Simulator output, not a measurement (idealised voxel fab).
Process module under the name voxel capacitor over wiring
It is cross-section cut that appears here, measuring 275 nm in width, its square cells being 5 nm in size.
How to read a cross-section here: the picture is a grid of square cells, written as bands going from the top down, and any band can span one or more rows of cells.
Look at the band entry: it leads with the top's height and the bottom's height in nm. Then it lists the materials left to right, with a width in nm for each. The word "everywhere" on a single material says that material fills the band edge to edge. The word "air" is empty space.
Zero point of the height axis is 0; under it, received wafer = one material. Lowest band: continues down indefinitely, "0 nm and below".
So if you see something like "30->40" for the width, read it as the top row of the band sitting at the first number and the bottom row at the second, with every row in between moving by the same amount as the last.
Reading "no change occurred" for a step: not a cell of the cross-section changed in it.
If an empty space has no open way to the top and is at least 8 cells in size, "Trapped voids" lists it, written width x height at distance, where distance is measured from the left edge and every value is in nm.
Post-settings text on a step line: simulator's own remark regarding the step.
Among the settings permitted on a step's line is "overlay nm"; applied to a step with a mask, it specifies the extent to which the mask lay to the right of its planned position, whereas a negative figure signifies a position to the left.
Structure of the following material. The material consists of pairs of cross-sections. Each pair comprises the cross-section before one process step and the cross-section after that step, the latter shown only down to the lowest band that changed. The step between the cross-sections is specified beneath each pair, including its settings. Pairs are not necessarily consecutive: they may derive from different runs of this module performed on the same starting wafer. Continuity with the pair above is to be assumed only where the entry headed "Before-step section" of the pair in question states it.
BEFORE-STEP SECTION
105 nm to 100 nm  TiN=100 | air=5 | TiN=170
100 nm to 90 nm  SiO2=95 | TiN=5 | air=5 | TiN=5 | SiO2=165
90 nm to 80 nm  SiO2=95->85 | TiN=15->75 | SiO2=165->115
80 nm to 75 nm  SiO2=85 | SiN=75 | SiO2=115
75 nm to 70 nm  SiO2=80 | TiN=85 | SiO2=110
70 nm to 50 nm  SiO2=85 | TiN=5 | W=5 | TiN=5 | SiO2=175
50 nm to 45 nm  SiCN=85 | TiN=15 | SiCN=175
45 nm to 35 nm  lowk=70 | Ru=30 | lowk=70 | Ru=30 | lowk=75
35 nm to 30 nm  lowk=70 | TiN=30 | lowk=70 | TiN=30 | lowk=75
30 nm to 0 nm  SiO2 everywhere
0 nm and below  Si everywhere
Trapped voids: none
CROSS-SECTION AFTER STEP
115 nm to 105 nm  W everywhere
105 nm to 100 nm  TiN=100 | W=5 | TiN=170
100 nm to 90 nm  SiO2=95 | TiN=5 | W=5 | TiN=5 | SiO2=165
For the remainder of the cross-section, below 90, there is no change.
Trapped voids: none
Applied between the two views above: FILL_DEP,material W,thk nm 10
Before-step section: It is represented by the cross-section appearing after the step of the pair directly above.
CROSS-SECTION AFTER STEP
100 nm to 90 nm  SiO2=95 | TiN=5 | W=5 | TiN=5 | SiO2=165
For the remainder of the cross-section, below 90, there is no change.
Trapped voids: none
Applied between the two views above: CMP,height nm 100
Before-step section: It is represented by the cross-section appearing after the step of the pair directly above.
CROSS-SECTION AFTER STEP
105 nm to 100 nm  SiN everywhere
For the remainder of the cross-section, below 100, there is no change.
Trapped voids: none
Applied between the two views above: CONFORMAL_DEP,material SiN,thk nm 5
BEFORE-STEP SECTION
70 nm to 50 nm  SiO2=85 | TiN=5 | W=5 | TiN=5 | SiO2=175
50 nm to 45 nm  SiCN=85 | TiN=15 | SiCN=175
45 nm to 20 nm  lowk=70 | Ru=30 | lowk=70 | Ru=30 | lowk=75
20 nm to 15 nm  lowk=70 | TiN=30 | lowk=70 | TiN=30 | lowk=75
15 nm to 0 nm  SiO2 everywhere
0 nm and below  Si everywhere
Trapped voids: none
CROSS-SECTION AFTER STEP
75 nm to 70 nm  SiN everywhere
For the remainder of the cross-section, below 70, there is no change.
Trapped voids: none
Applied between the two views above: DIRECTIONAL_DEP,material SiN,thk nm 5
Before-step section: It is represented by the cross-section appearing after the step of the pair directly above.
CROSS-SECTION AFTER STEP
80 nm to 75 nm  TiN everywhere
For the remainder of the cross-section, below 75, there is no change.
Trapped voids: none
Applied between the two views above: DIRECTIONAL_DEP,material TiN,thk nm 5
Before-step section: It is represented by the cross-section appearing after the step of the pair directly above.
CROSS-SECTION AFTER STEP
85 nm to 75 nm  TiN everywhere
For the remainder of the cross-section, below 75, there is no change.
Trapped voids: none
Applied between the two views above: DIRECTIONAL_DEP,material TiN,thk nm 5
Before-step section: It is represented by the cross-section appearing after the step of the pair directly above.
CROSS-SECTION AFTER STEP
100 nm to 85 nm  air=85 | resist=75 | air=115
For the remainder of the cross-section, below 85, there is no change.
Trapped voids: none
Applied between the two views above: PATTERN,tone cover,mask id UPPER_PLATE,material resist,width nm 75,thk nm 15,overlay nm 0
Before-step section: It is represented by the cross-section appearing after the step of the pair directly above.
CROSS-SECTION AFTER STEP
100 nm to 85 nm  air=85 | resist=75 | air=115
85 nm to 80 nm  air=85 | TiN=75 | air=115
For the remainder of the cross-section, below 80, there is no change.
Trapped voids: none
Applied between the two views above: DIRECTIONAL_ETCH,etch materials TiN,depth nm 5
Before-step section: It is represented by the cross-section appearing after the step of the pair directly above.
CROSS-SECTION AFTER STEP
85 nm to 80 nm  air=85 | TiN=75 | air=115
For the remainder of the cross-section, below 80, there is no change.
Trapped voids: none
Applied between the two views above: STRIP,etch materials resist
Before-step section: It is represented by the cross-section appearing after the step of the pair directly above.
CROSS-SECTION AFTER STEP
85 nm to 75 nm  air=85->80 | TiN=75->85 | air=115->110
For the remainder of the cross-section, below 75, there is no change.
Trapped voids: none
Applied between the two views above: MASKED_ETCH,tone cover,mask id LOWER_PLATE,width nm 85,etch materials TiN,depth nm 5,overlay nm 0
Before-step section: It is represented by the cross-section appearing after the step of the pair directly above.
CROSS-SECTION AFTER STEP
105 nm to 85 nm  SiO2 everywhere
85 nm to 75 nm  SiO2=85->80 | TiN=75->85 | SiO2=115->110
For the remainder of the cross-section, below 75, there is no change.
Trapped voids: none
Applied between the two views above: FILL_DEP,material SiO2,thk nm 20
Before-step section: It is represented by the cross-section appearing after the step of the pair directly above.
CROSS-SECTION AFTER STEP
100 nm to 85 nm  SiO2 everywhere
For the remainder of the cross-section, below 85, there is no change.
Trapped voids: none
Applied between the two views above: CMP,height nm 100
Before-step section: It is represented by the cross-section appearing after the step of the pair directly above.
CROSS-SECTION AFTER STEP
115 nm to 100 nm  aC everywhere
For the remainder of the cross-section, below 100, there is no change.
Trapped voids: none
Applied between the two views above: DIRECTIONAL_DEP,material aC,thk nm 15
Before-step section: It is represented by the cross-section appearing after the step of the pair directly above.
CROSS-SECTION AFTER STEP
150 nm to 115 nm  resist=95 | air=15 | resist=165
For the remainder of the cross-section, below 115, there is no change.
Trapped voids: none
Applied between the two views above: PATTERN,tone open,mask id PLUG_2,material resist,width nm 15,thk nm 35,overlay nm 0
Before-step section: It is represented by the cross-section appearing after the step of the pair directly above.
CROSS-SECTION AFTER STEP
135 nm to 115 nm  resist=95 | air=15 | resist=165
115 nm to 100 nm  aC=95 | air=15 | aC=165
For the remainder of the cross-section, below 100, there is no change.
Trapped voids: none
Applied between the two views above: DIRECTIONAL_ETCH,etch materials aC,depth nm 15
Before-step section: It is represented by the cross-section appearing after the step of the pair directly above.
CROSS-SECTION AFTER STEP
115 nm to 100 nm  aC=95 | air=15 | aC=165
For the remainder of the cross-section, below 100, there is no change.
Trapped voids: none
Applied between the two views above: STRIP,etch materials resist
Before-step section: It is represented by the cross-section appearing after the step of the pair directly above.
CROSS-SECTION AFTER STEP
115 nm to 100 nm  aC=95 | air=15 | aC=165
100 nm to 85 nm  SiO2=95 | air=15 | SiO2=165
For the remainder of the cross-section, below 85, there is no change.
Trapped voids: none
Applied between the two views above: DIRECTIONAL_ETCH,etch materials SiO2,depth nm 15
Before-step section: It is represented by the cross-section appearing after the step of the pair directly above.
CROSS-SECTION AFTER STEP
100 nm to 85 nm  SiO2=95 | air=15 | SiO2=165
For the remainder of the cross-section, below 85, there is no change.
Trapped voids: none
Applied between the two views above: STRIP,etch materials aC
Before-step section: It is represented by the cross-section appearing after the step of the pair directly above.
CROSS-SECTION AFTER STEP
105 nm to 100 nm  TiN=100 | air=5 | TiN=170
100 nm to 90 nm  SiO2=95 | TiN=5 | air=5 | TiN=5 | SiO2=165
90 nm to 80 nm  SiO2=95->85 | TiN=15->75 | SiO2=165->115
For the remainder of the cross-section, below 80, there is no change.
Trapped voids: none
Applied between the two views above: CONFORMAL_DEP,material TiN,thk nm 5
Before-step section: It is represented by the cross-section appearing after the step of the pair directly above.
CROSS-SECTION AFTER STEP
115 nm to 105 nm  W everywhere
105 nm to 100 nm  TiN=100 | W=5 | TiN=170
100 nm to 90 nm  SiO2=95 | TiN=5 | W=5 | TiN=5 | SiO2=165
For the remainder of the cross-section, below 90, there is no change.
Trapped voids: none
Applied between the two views above: FILL_DEP,material W,thk nm 10
Before-step section: It is represented by the cross-section appearing after the step of the pair directly above.
CROSS-SECTION AFTER STEP
100 nm to 90 nm  SiO2=95 | TiN=5 | W=5 | TiN=5 | SiO2=165
For the remainder of the cross-section, below 90, there is no change.
Trapped voids: none
Applied between the two views above: CMP,height nm 100
Before-step section: It is represented by the cross-section appearing after the step of the pair directly above.
CROSS-SECTION AFTER STEP
105 nm to 100 nm  SiN everywhere
For the remainder of the cross-section, below 100, there is no change.
Trapped voids: none
Applied between the two views above: CONFORMAL_DEP,material SiN,thk nm 5
BEFORE-STEP SECTION
20 nm to 15 nm  TiN everywhere
15 nm to 0 nm  SiO2 everywhere
0 nm and below  Si everywhere
Trapped voids: none
CROSS-SECTION AFTER STEP
35 nm to 20 nm  Ru everywhere
For the remainder of the cross-section, below 20, there is no change.
Trapped voids: none
Applied between the two views above: DIRECTIONAL_DEP,material Ru,thk nm 15
Before-step section: It is represented by the cross-section appearing after the step of the pair directly above.
CROSS-SECTION AFTER STEP
55 nm to 35 nm  air=70 | resist=30 | air=70 | resist=30 | air=75
For the remainder of the cross-section, below 35, there is no change.
Trapped voids: none
Applied between the two views above: PATTERN,tone cover,mask id METAL_1,material resist,width nm 30,pitch nm 100,thk nm 20,overlay nm 0
Before-step section: It is represented by the cross-section appearing after the step of the pair directly above.
CROSS-SECTION AFTER STEP
55 nm to 35 nm  air=70 | resist=30 | air=70 | resist=30 | air=75
35 nm to 20 nm  air=70 | Ru=30 | air=70 | Ru=30 | air=75
For the remainder of the cross-section, below 20, there is no change.
Trapped voids: none
Applied between the two views above: DIRECTIONAL_ETCH,etch materials Ru,depth nm 25
Before-step section: It is represented by the cross-section appearing after the step of the pair directly above.
CROSS-SECTION AFTER STEP
55 nm to 35 nm  air=70 | resist=30 | air=70 | resist=30 | air=75
35 nm to 20 nm  air=70 | Ru=30 | air=70 | Ru=30 | air=75
20 nm to 15 nm  air=70 | TiN=30 | air=70 | TiN=30 | air=75
For the remainder of the cross-section, below 15, there is no change.
Trapped voids: none
Applied between the two views above: DIRECTIONAL_ETCH,etch materials TiN,depth nm 5
Before-step section: It is represented by the cross-section appearing after the step of the pair directly above.
CROSS-SECTION AFTER STEP
35 nm to 20 nm  air=70 | Ru=30 | air=70 | Ru=30 | air=75
For the remainder of the cross-section, below 20, there is no change.
Trapped voids: none
Applied between the two views above: STRIP,etch materials resist
Before-step section: It is represented by the cross-section appearing after the step of the pair directly above.
CROSS-SECTION AFTER STEP
45 nm to 35 nm  lowk everywhere
35 nm to 20 nm  lowk=70 | Ru=30 | lowk=70 | Ru=30 | lowk=75
20 nm to 15 nm  lowk=70 | TiN=30 | lowk=70 | TiN=30 | lowk=75
For the remainder of the cross-section, below 15, there is no change.
Trapped voids: none
Applied between the two views above: FILL_DEP,material lowk,thk nm 10
Before-step section: It is represented by the cross-section appearing after the step of the pair directly above.
CROSS-SECTION AFTER STEP
50 nm to 45 nm  SiCN everywhere
For the remainder of the cross-section, below 45, there is no change.
Trapped voids: none
Applied between the two views above: CONFORMAL_DEP,material SiCN,thk nm 5
Before-step section: It is represented by the cross-section appearing after the step of the pair directly above.
CROSS-SECTION AFTER STEP
70 nm to 50 nm  SiO2 everywhere
For the remainder of the cross-section, below 50, there is no change.
Trapped voids: none
Applied between the two views above: DIRECTIONAL_DEP,material SiO2,thk nm 20
Before-step section: It is represented by the cross-section appearing after the step of the pair directly above.
CROSS-SECTION AFTER STEP
70 nm to 50 nm  SiO2=85 | air=15 | SiO2=175
For the remainder of the cross-section, below 50, there is no change.
Trapped voids: none
Applied between the two views above: MASKED_ETCH,tone open,mask id PLUG_1,width nm 15,etch materials SiO2,depth nm 20,overlay nm 0
Before-step section: It is represented by the cross-section appearing after the step of the pair directly above.
CROSS-SECTION AFTER STEP
70 nm to 50 nm  SiO2=85 | air=15 | SiO2=175
50 nm to 45 nm  SiCN=85 | air=15 | SiCN=175
For the remainder of the cross-section, below 45, there is no change.
Trapped voids: none
Applied between the two views above: MASKED_ETCH,tone open,mask id PLUG_1,width nm 15,etch materials SiCN,depth nm 5,overlay nm 0
Before-step section: It is represented by the cross-section appearing after the step of the pair directly above.
CROSS-SECTION AFTER STEP
75 nm to 70 nm  TiN=90 | air=5 | TiN=180
70 nm to 50 nm  SiO2=85 | TiN=5 | air=5 | TiN=5 | SiO2=175
50 nm to 45 nm  SiCN=85 | TiN=15 | SiCN=175
For the remainder of the cross-section, below 45, there is no change.
Trapped voids: none
Applied between the two views above: CONFORMAL_DEP,material TiN,thk nm 5
Before-step section: It is represented by the cross-section appearing after the step of the pair directly above.
CROSS-SECTION AFTER STEP
85 nm to 75 nm  W everywhere
75 nm to 70 nm  TiN=90 | W=5 | TiN=180
70 nm to 50 nm  SiO2=85 | TiN=5 | W=5 | TiN=5 | SiO2=175
For the remainder of the cross-section, below 50, there is no change.
Trapped voids: none
Applied between the two views above: FILL_DEP,material W,thk nm 10
Before-step section: It is represented by the cross-section appearing after the step of the pair directly above.
CROSS-SECTION AFTER STEP
70 nm to 50 nm  SiO2=85 | TiN=5 | W=5 | TiN=5 | SiO2=175
For the remainder of the cross-section, below 50, there is no change.
Trapped voids: none
Applied between the two views above: CMP,height nm 70
Before-step section: It is represented by the cross-section appearing after the step of the pair directly above.
CROSS-SECTION AFTER STEP
75 nm to 70 nm  TiN everywhere
For the remainder of the cross-section, below 70, there is no change.
Trapped voids: none
Applied between the two views above: DIRECTIONAL_DEP,material TiN,thk nm 5
Before-step section: It is represented by the cross-section appearing after the step of the pair directly above.
CROSS-SECTION AFTER STEP
80 nm to 75 nm  SiN everywhere
For the remainder of the cross-section, below 75, there is no change.
Trapped voids: none
Applied between the two views above: DIRECTIONAL_DEP,material SiN,thk nm 5
Before-step section: It is represented by the cross-section appearing after the step of the pair directly above.
CROSS-SECTION AFTER STEP
85 nm to 80 nm  TiN everywhere
For the remainder of the cross-section, below 80, there is no change.
Trapped voids: none
Applied between the two views above: DIRECTIONAL_DEP,material TiN,thk nm 5
Before-step section: It is represented by the cross-section appearing after the step of the pair directly above.
CROSS-SECTION AFTER STEP
100 nm to 85 nm  air=85 | resist=75 | air=115
For the remainder of the cross-section, below 85, there is no change.
Trapped voids: none
Applied between the two views above: PATTERN,tone cover,mask id UPPER_PLATE,material resist,width nm 75,thk nm 15,overlay nm 0
Before-step section: It is represented by the cross-section appearing after the step of the pair directly above.
CROSS-SECTION AFTER STEP
100 nm to 85 nm  air=85 | resist=75 | air=115
85 nm to 80 nm  air=85 | TiN=75 | air=115
For the remainder of the cross-section, below 80, there is no change.
Trapped voids: none
Applied between the two views above: DIRECTIONAL_ETCH,etch materials TiN,depth nm 5
Before-step section: It is represented by the cross-section appearing after the step of the pair directly above.
CROSS-SECTION AFTER STEP
100 nm to 85 nm  air=85 | resist=75 | air=115
85 nm to 80 nm  air=85 | TiN=75 | air=115
80 nm to 75 nm  air=85 | SiN=75 | air=115
For the remainder of the cross-section, below 75, there is no change.
Trapped voids: none
Applied between the two views above: DIRECTIONAL_ETCH,etch materials SiN,depth nm 5
Before-step section: It is represented by the cross-section appearing after the step of the pair directly above.
CROSS-SECTION AFTER STEP
85 nm to 80 nm  air=85 | TiN=75 | air=115
For the remainder of the cross-section, below 80, there is no change.
Trapped voids: none
Applied between the two views above: STRIP,etch materials resist
Before-step section: It is represented by the cross-section appearing after the step of the pair directly above.
CROSS-SECTION AFTER STEP
85 nm to 80 nm  air=85 | TiN=75 | air=115
80 nm to 75 nm  air=85 | SiN=75 | air=115
75 nm to 70 nm  air=80 | TiN=85 | air=110
For the remainder of the cross-section, below 70, there is no change.
Trapped voids: none
Applied between the two views above: MASKED_ETCH,tone cover,mask id LOWER_PLATE,width nm 85,etch materials TiN,depth nm 5,overlay nm 0
Before-step section: It is represented by the cross-section appearing after the step of the pair directly above.
CROSS-SECTION AFTER STEP
105 nm to 85 nm  SiO2 everywhere
85 nm to 80 nm  SiO2=85 | TiN=75 | SiO2=115
80 nm to 75 nm  SiO2=85 | SiN=75 | SiO2=115
75 nm to 70 nm  SiO2=80 | TiN=85 | SiO2=110
For the remainder of the cross-section, below 70, there is no change.
Trapped voids: none
Applied between the two views above: FILL_DEP,material SiO2,thk nm 20
Before-step section: It is represented by the cross-section appearing after the step of the pair directly above.
CROSS-SECTION AFTER STEP
100 nm to 85 nm  SiO2 everywhere
For the remainder of the cross-section, below 85, there is no change.
Trapped voids: none
Applied between the two views above: CMP,height nm 100
Before-step section: It is represented by the cross-section appearing after the step of the pair directly above.
CROSS-SECTION AFTER STEP
115 nm to 100 nm  aC everywhere
For the remainder of the cross-section, below 100, there is no change.
Trapped voids: none
Applied between the two views above: DIRECTIONAL_DEP,material aC,thk nm 15
Before-step section: It is represented by the cross-section appearing after the step of the pair directly above.
CROSS-SECTION AFTER STEP
150 nm to 115 nm  resist=95 | air=15 | resist=165
For the remainder of the cross-section, below 115, there is no change.
Trapped voids: none
Applied between the two views above: PATTERN,tone open,mask id PLUG_2,material resist,width nm 15,thk nm 35,overlay nm 0
Before-step section: It is represented by the cross-section appearing after the step of the pair directly above.
CROSS-SECTION AFTER STEP
135 nm to 115 nm  resist=95 | air=15 | resist=165
115 nm to 100 nm  aC=95 | air=15 | aC=165
For the remainder of the cross-section, below 100, there is no change.
Trapped voids: none
Applied between the two views above: DIRECTIONAL_ETCH,etch materials aC,depth nm 15
Before-step section: It is represented by the cross-section appearing after the step of the pair directly above.
CROSS-SECTION AFTER STEP
115 nm to 100 nm  aC=95 | air=15 | aC=165
For the remainder of the cross-section, below 100, there is no change.
Trapped voids: none
Applied between the two views above: STRIP,etch materials resist
Before-step section: It is represented by the cross-section appearing after the step of the pair directly above.
CROSS-SECTION AFTER STEP
115 nm to 100 nm  aC=95 | air=15 | aC=165
100 nm to 85 nm  SiO2=95 | air=15 | SiO2=165
For the remainder of the cross-section, below 85, there is no change.
Trapped voids: none
Applied between the two views above: DIRECTIONAL_ETCH,etch materials SiO2,depth nm 15
Before-step section: It is represented by the cross-section appearing after the step of the pair directly above.
CROSS-SECTION AFTER STEP
100 nm to 85 nm  SiO2=95 | air=15 | SiO2=165
For the remainder of the cross-section, below 85, there is no change.
Trapped voids: none
Applied between the two views above: STRIP,etch materials aC
Before-step section: It is represented by the cross-section appearing after the step of the pair directly above.
CROSS-SECTION AFTER STEP
105 nm to 100 nm  TiN=100 | air=5 | TiN=170
100 nm to 90 nm  SiO2=95 | TiN=5 | air=5 | TiN=5 | SiO2=165
90 nm to 80 nm  SiO2=95->85 | TiN=15->75 | SiO2=165->115
For the remainder of the cross-section, below 80, there is no change.
Trapped voids: none
Applied between the two views above: CONFORMAL_DEP,material TiN,thk nm 5
Before-step section: It is represented by the cross-section appearing after the step of the pair directly above.
CROSS-SECTION AFTER STEP
115 nm to 105 nm  W everywhere
105 nm to 100 nm  TiN=100 | W=5 | TiN=170
100 nm to 90 nm  SiO2=95 | TiN=5 | W=5 | TiN=5 | SiO2=165
For the remainder of the cross-section, below 90, there is no change.
Trapped voids: none
Applied between the two views above: FILL_DEP,material W,thk nm 10
Before-step section: It is represented by the cross-section appearing after the step of the pair directly above.
CROSS-SECTION AFTER STEP
100 nm to 90 nm  SiO2=95 | TiN=5 | W=5 | TiN=5 | SiO2=165
For the remainder of the cross-section, below 90, there is no change.
Trapped voids: none
Applied between the two views above: CMP,height nm 100
Before-step section: It is represented by the cross-section appearing after the step of the pair directly above.
CROSS-SECTION AFTER STEP
105 nm to 100 nm  SiN everywhere
For the remainder of the cross-section, below 100, there is no change.
Trapped voids: none
Applied between the two views above: CONFORMAL_DEP,material SiN,thk nm 5
BEFORE-STEP SECTION
115 nm to 100 nm  aC everywhere
100 nm to 85 nm  SiO2 everywhere
85 nm to 80 nm  SiO2=85 | TiN=75 | SiO2=115
80 nm to 75 nm  SiO2=85 | SiN=75 | SiO2=115
75 nm to 70 nm  SiO2=80 | TiN=85 | SiO2=110
70 nm to 50 nm  SiO2=85 | TiN=5 | W=5 | TiN=5 | SiO2=175
50 nm to 45 nm  SiCN=85 | TiN=15 | SiCN=175
45 nm to 20 nm  lowk=70 | Ru=30 | lowk=70 | Ru=30 | lowk=75
20 nm to 15 nm  lowk=70 | TiN=30 | lowk=70 | TiN=30 | lowk=75
15 nm to 0 nm  SiO2 everywhere
0 nm and below  Si everywhere
Trapped voids: none
CROSS-SECTION AFTER STEP
150 nm to 115 nm  resist=90 | air=25 | resist=160
For the remainder of the cross-section, below 115, there is no change.
Trapped voids: none
Applied between the two views above: PATTERN,tone open,mask id PLUG_2,material resist,width nm 25,thk nm 35,overlay nm 0
Before-step section: It is represented by the cross-section appearing after the step of the pair directly above.
CROSS-SECTION AFTER STEP
135 nm to 115 nm  resist=90 | air=25 | resist=160
115 nm to 100 nm  aC=90 | air=25 | aC=160
For the remainder of the cross-section, below 100, there is no change.
Trapped voids: none
Applied between the two views above: DIRECTIONAL_ETCH,etch materials aC,depth nm 15
Before-step section: It is represented by the cross-section appearing after the step of the pair directly above.
CROSS-SECTION AFTER STEP
115 nm to 100 nm  aC=90 | air=25 | aC=160
For the remainder of the cross-section, below 100, there is no change.
Trapped voids: none
Applied between the two views above: STRIP,etch materials resist
Before-step section: It is represented by the cross-section appearing after the step of the pair directly above.
CROSS-SECTION AFTER STEP
115 nm to 100 nm  aC=90 | air=25 | aC=160
100 nm to 85 nm  SiO2=90 | air=25 | SiO2=160
For the remainder of the cross-section, below 85, there is no change.
Trapped voids: none
Applied between the two views above: DIRECTIONAL_ETCH,etch materials SiO2,depth nm 15
Before-step section: It is represented by the cross-section appearing after the step of the pair directly above.
CROSS-SECTION AFTER STEP
100 nm to 85 nm  SiO2=90 | air=25 | SiO2=160
For the remainder of the cross-section, below 85, there is no change.
Trapped voids: none
Applied between the two views above: STRIP,etch materials aC
Before-step section: It is represented by the cross-section appearing after the step of the pair directly above.
CROSS-SECTION AFTER STEP
105 nm to 100 nm  TiN=95 | air=15 | TiN=165
100 nm to 90 nm  SiO2=90 | TiN=5 | air=15 | TiN=5 | SiO2=160
90 nm to 80 nm  SiO2=90->85 | TiN=25->75 | SiO2=160->115
For the remainder of the cross-section, below 80, there is no change.
Trapped voids: none
Applied between the two views above: CONFORMAL_DEP,material TiN,thk nm 5
Before-step section: It is represented by the cross-section appearing after the step of the pair directly above.
CROSS-SECTION AFTER STEP
115 nm to 105 nm  W everywhere
105 nm to 100 nm  TiN=95 | W=15 | TiN=165
100 nm to 90 nm  SiO2=90 | TiN=5 | W=15 | TiN=5 | SiO2=160
For the remainder of the cross-section, below 90, there is no change.
Trapped voids: none
Applied between the two views above: FILL_DEP,material W,thk nm 10
Before-step section: It is represented by the cross-section appearing after the step of the pair directly above.
CROSS-SECTION AFTER STEP
100 nm to 90 nm  SiO2=90 | TiN=5 | W=15 | TiN=5 | SiO2=160
For the remainder of the cross-section, below 90, there is no change.
Trapped voids: none
Applied between the two views above: CMP,height nm 100
Before-step section: It is represented by the cross-section appearing after the step of the pair directly above.
CROSS-SECTION AFTER STEP
105 nm to 100 nm  SiN everywhere
For the remainder of the cross-section, below 100, there is no change.
Trapped voids: none
Applied between the two views above: CONFORMAL_DEP,material SiN,thk nm 5
BEFORE-STEP SECTION
70 nm to 50 nm  SiO2=85 | air=15 | SiO2=175
50 nm to 45 nm  SiCN everywhere
45 nm to 20 nm  lowk=70 | Ru=30 | lowk=70 | Ru=30 | lowk=75
20 nm to 15 nm  lowk=70 | TiN=30 | lowk=70 | TiN=30 | lowk=75
15 nm to 0 nm  SiO2 everywhere
0 nm and below  Si everywhere
Trapped voids: none
CROSS-SECTION AFTER STEP
70 nm to 50 nm  SiO2=85 | air=15 | SiO2=175
50 nm to 45 nm  SiCN=90 | air=10 | SiCN=175
For the remainder of the cross-section, below 45, there is no change.
Trapped voids: none
Applied between the two views above: MASKED_ETCH,tone open,mask id PLUG_1,width nm 15,etch materials SiCN,depth nm 5,overlay nm 5
Before-step section: It is represented by the cross-section appearing after the step of the pair directly above.
CROSS-SECTION AFTER STEP
75 nm to 70 nm  TiN=90 | air=5 | TiN=180
70 nm to 55 nm  SiO2=85 | TiN=5 | air=5 | TiN=5 | SiO2=175
55 nm to 50 nm  SiO2=85 | TiN=15 | SiO2=175
50 nm to 45 nm  SiCN=90 | TiN=10 | SiCN=175
For the remainder of the cross-section, below 45, there is no change.
Trapped voids: none
Applied between the two views above: CONFORMAL_DEP,material TiN,thk nm 5
Before-step section: It is represented by the cross-section appearing after the step of the pair directly above.
CROSS-SECTION AFTER STEP
85 nm to 75 nm  W everywhere
75 nm to 70 nm  TiN=90 | W=5 | TiN=180
70 nm to 55 nm  SiO2=85 | TiN=5 | W=5 | TiN=5 | SiO2=175
For the remainder of the cross-section, below 55, there is no change.
Trapped voids: none
Applied between the two views above: FILL_DEP,material W,thk nm 10
Before-step section: It is represented by the cross-section appearing after the step of the pair directly above.
CROSS-SECTION AFTER STEP
70 nm to 55 nm  SiO2=85 | TiN=5 | W=5 | TiN=5 | SiO2=175
For the remainder of the cross-section, below 55, there is no change.
Trapped voids: none
Applied between the two views above: CMP,height nm 70
Before-step section: It is represented by the cross-section appearing after the step of the pair directly above.
CROSS-SECTION AFTER STEP
75 nm to 70 nm  TiN everywhere
For the remainder of the cross-section, below 70, there is no change.
Trapped voids: none
Applied between the two views above: DIRECTIONAL_DEP,material TiN,thk nm 5
Before-step section: It is represented by the cross-section appearing after the step of the pair directly above.
CROSS-SECTION AFTER STEP
80 nm to 75 nm  SiN everywhere
For the remainder of the cross-section, below 75, there is no change.
Trapped voids: none
Applied between the two views above: DIRECTIONAL_DEP,material SiN,thk nm 5
Before-step section: It is represented by the cross-section appearing after the step of the pair directly above.
CROSS-SECTION AFTER STEP
85 nm to 80 nm  TiN everywhere
For the remainder of the cross-section, below 80, there is no change.
Trapped voids: none
Applied between the two views above: DIRECTIONAL_DEP,material TiN,thk nm 5
Before-step section: It is represented by the cross-section appearing after the step of the pair directly above.
CROSS-SECTION AFTER STEP
100 nm to 85 nm  air=85 | resist=75 | air=115
For the remainder of the cross-section, below 85, there is no change.
Trapped voids: none
Applied between the two views above: PATTERN,tone cover,mask id UPPER_PLATE,material resist,width nm 75,thk nm 15,overlay nm 0
Before-step section: It is represented by the cross-section appearing after the step of the pair directly above.
CROSS-SECTION AFTER STEP
100 nm to 85 nm  air=85 | resist=75 | air=115
85 nm to 80 nm  air=85 | TiN=75 | air=115
For the remainder of the cross-section, below 80, there is no change.
Trapped voids: none
Applied between the two views above: DIRECTIONAL_ETCH,etch materials TiN,depth nm 5
Before-step section: It is represented by the cross-section appearing after the step of the pair directly above.
CROSS-SECTION AFTER STEP
100 nm to 85 nm  air=85 | resist=75 | air=115
85 nm to 80 nm  air=85 | TiN=75 | air=115
80 nm to 75 nm  air=85 | SiN=75 | air=115
For the remainder of the cross-section, below 75, there is no change.
Trapped voids: none
Applied between the two views above: DIRECTIONAL_ETCH,etch materials SiN,depth nm 5
Before-step section: It is represented by the cross-section appearing after the step of the pair directly above.
CROSS-SECTION AFTER STEP
85 nm to 80 nm  air=85 | TiN=75 | air=115
For the remainder of the cross-section, below 80, there is no change.
Trapped voids: none
Applied between the two views above: STRIP,etch materials resist
Before-step section: It is represented by the cross-section appearing after the step of the pair directly above.
CROSS-SECTION AFTER STEP
85 nm to 80 nm  air=85 | TiN=75 | air=115
80 nm to 75 nm  air=85 | SiN=75 | air=115
75 nm to 70 nm  air=80 | TiN=85 | air=110
For the remainder of the cross-section, below 70, there is no change.
Trapped voids: none
Applied between the two views above: MASKED_ETCH,tone cover,mask id LOWER_PLATE,width nm 85,etch materials TiN,depth nm 5,overlay nm 0
Before-step section: It is represented by the cross-section appearing after the step of the pair directly above.
CROSS-SECTION AFTER STEP
105 nm to 85 nm  SiO2 everywhere
85 nm to 80 nm  SiO2=85 | TiN=75 | SiO2=115
80 nm to 75 nm  SiO2=85 | SiN=75 | SiO2=115
75 nm to 70 nm  SiO2=80 | TiN=85 | SiO2=110
For the remainder of the cross-section, below 70, there is no change.
Trapped voids: none
Applied between the two views above: FILL_DEP,material SiO2,thk nm 20
Before-step section: It is represented by the cross-section appearing after the step of the pair directly above.
CROSS-SECTION AFTER STEP
100 nm to 85 nm  SiO2 everywhere
For the remainder of the cross-section, below 85, there is no change.
Trapped voids: none
Applied between the two views above: CMP,height nm 100
Before-step section: It is represented by the cross-section appearing after the step of the pair directly above.
CROSS-SECTION AFTER STEP
115 nm to 100 nm  aC everywhere
For the remainder of the cross-section, below 100, there is no change.
Trapped voids: none
Applied between the two views above: DIRECTIONAL_DEP,material aC,thk nm 15
Before-step section: It is represented by the cross-section appearing after the step of the pair directly above.
CROSS-SECTION AFTER STEP
150 nm to 115 nm  resist=95 | air=15 | resist=165
For the remainder of the cross-section, below 115, there is no change.
Trapped voids: none
Applied between the two views above: PATTERN,tone open,mask id PLUG_2,material resist,width nm 15,thk nm 35,overlay nm 0
Before-step section: It is represented by the cross-section appearing after the step of the pair directly above.
CROSS-SECTION AFTER STEP
135 nm to 115 nm  resist=95 | air=15 | resist=165
115 nm to 100 nm  aC=95 | air=15 | aC=165
For the remainder of the cross-section, below 100, there is no change.
Trapped voids: none
Applied between the two views above: DIRECTIONAL_ETCH,etch materials aC,depth nm 15
Before-step section: It is represented by the cross-section appearing after the step of the pair directly above.
CROSS-SECTION AFTER STEP
115 nm to 100 nm  aC=95 | air=15 | aC=165
For the remainder of the cross-section, below 100, there is no change.
Trapped voids: none
Applied between the two views above: STRIP,etch materials resist
